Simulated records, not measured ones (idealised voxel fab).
Title: Process Module voxel released beams
In the cross-section labelled cut, the width is 240 nm and each square cell is 5 nm.
How to read a cross-section here: the picture is a grid of square cells, written as bands going from the top down, and any band can span one or more rows of cells. For a band, the entry starts with two heights in nm, that of the top and then that of the bottom, and carries on with the band's materials in order from left to right, each alongside its width in nm; the word "full width" beside a single material means it fills the band edge to edge, and "blank" means empty space. We count height from 0. Below that, the starting wafer is all one material. The lowest band never ends at the bottom but goes on down; see "0 and below" for how that is written. The width entry "30 to 40" should be interpreted row by row: the top row of cells in the band takes the first number, the bottom row takes the second number, and the change between adjacent rows is uniform throughout. Basically "remains unaltered" means that step didn't change any cell in the cross-section. Enclosed voids (no open way to top), threshold 8 cells or more, entry "Fully sealed cavities", notation width x height at distance, distance from left edge, nm. Note: text after step settings on the step line = simulator remark on that step. overlay nm: how far to the right of its planned place the mask lay on this masked step (negative: to the left).

This section lists the process steps that were planned:
- 1: RECEIVE, material Si
- 2: CONFORMAL_DEP, material SiN, thk nm 10
- 3: DIRECTIONAL_DEP, material SiO2, thk nm 10
- 4: PATTERN, tone open, mask id ANCHOR, material resist, width nm 45, thk nm 20, overlay nm 0
- 5: DIRECTIONAL_ETCH, etch materials SiO2, depth nm 10
- 6: STRIP, etch materials resist
- 7: CONFORMAL_DEP, material W, thk nm 15
- 8: MASKED_ETCH, tone cover, mask id BEAM, width nm 105, etch materials W, depth nm 15, overlay nm 0
- 9: STRIP, etch materials SiO2

Wafer, first of two, run as planned:

Wafer as received: cross-section following step 1:
  0 and below = Si full width
  Fully sealed cavities: none

Wafer xsec, post step 2:
  10 down to 0 = SiN full width
  Under 0: no change, same as before.

Wafer xsec, post step 3:
  20 down to 10 = SiO2 full width
  Under 10: no change, same as before.

Wafer xsec, post step 4:
  40 down to 20 = resist (70)  blank (45)  resist (125)
  Under 20: no change, same as before.

Wafer xsec, post step 5:
  40 down to 20 = resist (70)  blank (45)  resist (125)
  20 down to 10 = SiO2 (70)  blank (45)  SiO2 (125)
  Under 10: no change, same as before.

Wafer xsec, post step 6:
  20 down to 10 = SiO2 (70)  blank (45)  SiO2 (125)
  Under 10: no change, same as before.

Wafer xsec, post step 7:
  35 down to 25 = W (85)  blank (15)  W (140)
  25 down to 20 = W full width
  20 down to 10 = SiO2 (70)  W (45)  SiO2 (125)
  Under 10: no change, same as before.

Wafer xsec, post step 8:
  35 down to 25 = blank (65)  W (20)  blank (15)  W (70)  blank (70)
  25 down to 20 = blank (65)  W (105)  blank (70)
  Under 20: no change, same as before.

Wafer xsec, post step 9:
  35 down to 25 = blank (65)  W (20)  blank (15)  W (70)  blank (70)
  25 down to 20 = blank (65)  W (105)  blank (70)
  20 down to 10 = blank (70)  W (45)  blank (125)
  Under 10: no change, same as before.

For the second wafer, take the first wafer's start and plan, then add one mistake made in running it; everything through step 2, that step included, is shared with the first:

At the planned end of step 3, the second wafer in cross-section:
  15 down to 10 = SiO2 full width
  Under 10: no change, same as before.

At the planned end of step 4, the second wafer in cross-section:
  35 down to 15 = resist (70)  blank (45)  resist (125)
  Under 15: no change, same as before.

At the planned end of step 5, the second wafer in cross-section:
  35 down to 15 = resist (70)  blank (45)  resist (125)
  15 down to 10 = SiO2 (70)  blank (45)  SiO2 (125)
  Under 10: no change, same as before.

At the planned end of step 6, the second wafer in cross-section:
  15 down to 10 = SiO2 (70)  blank (45)  SiO2 (125)
  Under 10: no change, same as before.

At the planned end of step 7, the second wafer in cross-section:
  30 down to 25 = W (85)  blank (15)  W (140)
  25 down to 15 = W full width
  15 down to 10 = SiO2 (70)  W (45)  SiO2 (125)
  Under 10: no change, same as before.

At the planned end of step 8, the second wafer in cross-section:
  30 down to 25 = blank (65)  W (20)  blank (15)  W (70)  blank (70)
  25 down to 15 = blank (65)  W (105)  blank (70)
  Under 15: no change, same as before.

At the planned end of step 9, the second wafer in cross-section:
  30 down to 25 = blank (65)  W (20)  blank (15)  W (70)  blank (70)
  25 down to 15 = blank (65)  W (105)  blank (70)
  15 down to 10 = blank (70)  W (45)  blank (125)
  Under 10: no change, same as before.
Misprocessing identified: heads up, step 3 didn't go per plan, it actually ran as DIRECTIONAL_DEP, material SiO2, thk nm 5
Cell-count delta at end, second wafer over first, by material: W: 6 fewer
